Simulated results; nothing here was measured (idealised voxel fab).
Title: Process Module voxel ribs on slabs
It is cross-section cut that appears here, measuring 140 nm in width, its square cells being 5 nm in size.
Cross-sections here: square-cell grids, written as top-down lists of bands, a band being one or more rows of cells. A band entry consists of two parts. The first gives the height of the band's top and the height of its bottom, in nm. The rest lists the band's materials from left to right, each with its width in nm. A single material labelled with the word "everywhere" fills the band from edge to edge, and the word "blank" marks empty space. Zero point of the height axis is 0; under it, received wafer = one material. Lowest band: continues down indefinitely, "0 -> down". You'd read "30 to 40" like this: the band's top row of cells is as wide as the first number, its bottom row is as wide as the second, and going down, every row changes width by the same amount as the row before did. No cell of the cross-section changed in a step that is given as "all unchanged". In the "Closed cavities" entry, you get each enclosed empty space of 8 cells or more, one with no open way to the top, written width x height at distance, distance from the left edge, in nm. On a step's line, text after the settings is the simulator commenting on that step. overlay nm: where the mask lay relative to plan, measured to the right, on steps with a mask; negatives go left.

## Listed below are the process steps as planned
1) RECEIVE | material Si
2) DIRECTIONAL_DEP | material SiO2 | thk nm 25
3) DIRECTIONAL_DEP | material polySi | thk nm 25
4) MASKED_ETCH | tone cover | mask id RIB | width nm 25 | etch materials polySi | depth nm 20 | overlay nm -15
5) MASKED_ETCH | tone cover | mask id SLAB | width nm 85 | etch materials polySi | depth nm 5 | overlay nm 0
6) FILL_DEP | material SiO2 | thk nm 15
7) CMP | height nm 60
8) DIRECTIONAL_DEP | material TiN | thk nm 10
9) MASKED_ETCH | tone cover | mask id HEATER | width nm 35 | etch materials TiN | depth nm 10 | overlay nm 0
10) CONFORMAL_DEP | material SiO2 | thk nm 5
Keep in mind the plan's value for the overlay nm of step 4 comes from the first wafer; the wafers don't share that setting, but they do share the same starting point.

## The as-received cross-section of the first of several wafers corresponds to the state after step 1
  0 -> down  Si everywhere
  Closed cavities: none

## What follows is a table in which each wafer occupies a row; for the wafer as it stands at the close of the module, the row states, material by material, how many cells have been gained (+) or lost (-) since receipt, and then gives its closed voids
overlay nm -15; +331 SiO2; +14 TiN; +37 polySi; Closed cavities: none
overlay nm -10; +331 SiO2; +14 TiN; +37 polySi; Closed cavities: none
overlay nm -5; +331 SiO2; +14 TiN; +37 polySi; Closed cavities: none
overlay nm 0; +331 SiO2; +14 TiN; +37 polySi; Closed cavities: none
overlay nm 5; +331 SiO2; +14 TiN; +37 polySi; Closed cavities: none
overlay nm 10; +331 SiO2; +14 TiN; +37 polySi; Closed cavities: none
overlay nm 15; +331 SiO2; +14 TiN; +37 polySi; Closed cavities: none
